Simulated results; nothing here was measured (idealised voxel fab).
Process module, titled voxel fin reveal
This is section cut - it's 245 nm across, gridded in 5 nm square cells.
Think of the cross-section as a grid of square cells. We describe it in bands, top to bottom, and each band covers one or more rows of those cells. Band entry format. Leading values: height of top, height of bottom, nm. Remainder: materials in left-to-right order, each with its width in nm. Special words: "edge to edge" on a single material, which then fills the band edge to edge; "air", empty space. The reference from which all heights are counted is 0, the level beneath which the as-received wafer is entirely one material; the lowest band, having no lower bound, proceeds downward and is written after the example "0 and below". The notation "30->40" denotes a width that varies across the rows of cells in the band, beginning at the first number in the top row, finishing at the second number in the bottom row, and changing by an identical amount from each row to the next. What does "changes: none" mean for a step? It means no cell of the cross-section changed in that step. Basically, "Enclosed internal cavities" tells you about the enclosed voids: empty spaces with no open way to the top, 8 cells or bigger, each written width x height at distance, where distance is from the left edge, all in nm. That trailing text on a step's line, after the settings, is the simulator's own remark on the step. overlay nm: right-of-plan distance of the mask on a masked step; negative values mean left-of-plan.
Listed below are the process steps as planned:
step 1: RECEIVE [material Si]
step 2: CONFORMAL_DEP [material SiN] [thk nm 10]
step 3: DIRECTIONAL_DEP [material aC] [thk nm 15]
step 4: PATTERN [tone cover] [mask id FINS] [material resist] [width nm 15] [pitch nm 45] [thk nm 30] [overlay nm 0]
step 5: DIRECTIONAL_ETCH [etch materials aC] [depth nm 15]
step 6: STRIP [etch materials resist]
step 7: DIRECTIONAL_ETCH [etch materials SiN] [depth nm 10]
step 8: DIRECTIONAL_ETCH [etch materials Si] [depth nm 30]
step 9: STRIP [etch materials aC]
step 10: FILL_DEP [material SiO2] [thk nm 10]
step 11: CMP [height nm 10]
step 12: SELECTIVE_ETCH [etch materials SiO2] [depth nm 20]
step 13: STRIP [etch materials SiN]
step 14: CONFORMAL_DEP [material SiO2] [thk nm 5]
Received-state cross-section, reflecting completion of step 1:
    0 and below: Si edge to edge
    Enclosed internal cavities: none
Result of the module, cross-sectioned: start per above, plan per above, one error in how it was run:
    5 down to 0: air (85)  SiN (25)  air (20)  SiN (25)  air (90)
    0 down to -5: air (85)  SiN (5)  Si (15)  SiN (5)  air (20)  SiN (5)  Si (15)  SiN (5)  air (90)
    -5 down to -10: SiN (90)  Si (15)  SiN (30)  Si (15)  SiN (95)
    -10 down to -30: SiO2 (90)  Si (15)  SiO2 (30)  Si (15)  SiO2 (95)
    -30 and below: Si edge to edge
    Enclosed internal cavities: none
Diagnosis: in deviation from the planned setting, step 14 was conducted as CONFORMAL_DEP [material SiN] [thk nm 5]
